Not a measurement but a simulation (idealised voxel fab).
Module name: voxel double patterning (process module)
Xsec cut, 210 nm wide, square cell size 5 nm.
Cross-section spec: square-cell grid; bands listed top down; each band is one or more rows.
The entry gives the band's vertical extent as a top height and a bottom height in nm, then its horizontal make-up as materials from left to right, each with a width in nm. "empty" stands for empty space; a single material marked "all across" fills the band edge to edge.
Heights from 0 (as-received wafer is one material below). Bottom band endless downward, as "0 down".
The expression "30 to 40" gives the width at the extremes of the band, the first number at its top row of cells and the second at its bottom row, with the width changing by equal amounts from each row to the next in between.
Basically "remained unchanged" means that step didn't change any cell in the cross-section.
Entry "Entrapped voids". Content: empty spaces with no open connection to the top, size 8 cells or greater. Each: width x height at distance. Distance: from left edge. Unit: nm.
Heads up: the bit after the settings on a step's line is the simulator's remark on that step.
Among the settings permitted on a step's line is "overlay nm"; applied to a step with a mask, it specifies the extent to which the mask lay to the right of its planned position, whereas a negative figure signifies a position to the left.

This section lists the process steps that were planned
step 1: RECEIVE: material Si
step 2: CONFORMAL_DEP: material SiO2, thk nm 5
step 3: DIRECTIONAL_DEP: material polySi, thk nm 15
step 4: DIRECTIONAL_DEP: material SiN, thk nm 10
step 5: PATTERN: tone open, mask id FIRST, material resist, width nm 15, pitch nm 50, thk nm 15, overlay nm 0
step 6: DIRECTIONAL_ETCH: etch materials SiN, depth nm 10
step 7: STRIP: etch materials resist
step 8: MASKED_ETCH: tone open, mask id SECOND, width nm 15, etch materials SiN, depth nm 10, overlay nm 0
step 9: DIRECTIONAL_ETCH: etch materials polySi, depth nm 15
step 10: STRIP: etch materials SiN
The plan's step 5 width nm is the first wafer's value; the wafers differ in this setting and start identical.

Cross-sectional view of the first of several wafers in the as-received condition, corresponding to the state following step 1
> 0 down  Si all across
> Entrapped voids: none

Tabulated below, wafer by wafer, are the end-of-module results: for each material, the number of cells gained (+) or lost (-) relative to the as-received state, followed by the closed voids
width nm 15; +42 SiO2; +99 polySi; Entrapped voids: none
width nm 20; +42 SiO2; +93 polySi; Entrapped voids: none
width nm 25; +42 SiO2; +87 polySi; Entrapped voids: none
width nm 30; +42 SiO2; +81 polySi; Entrapped voids: none
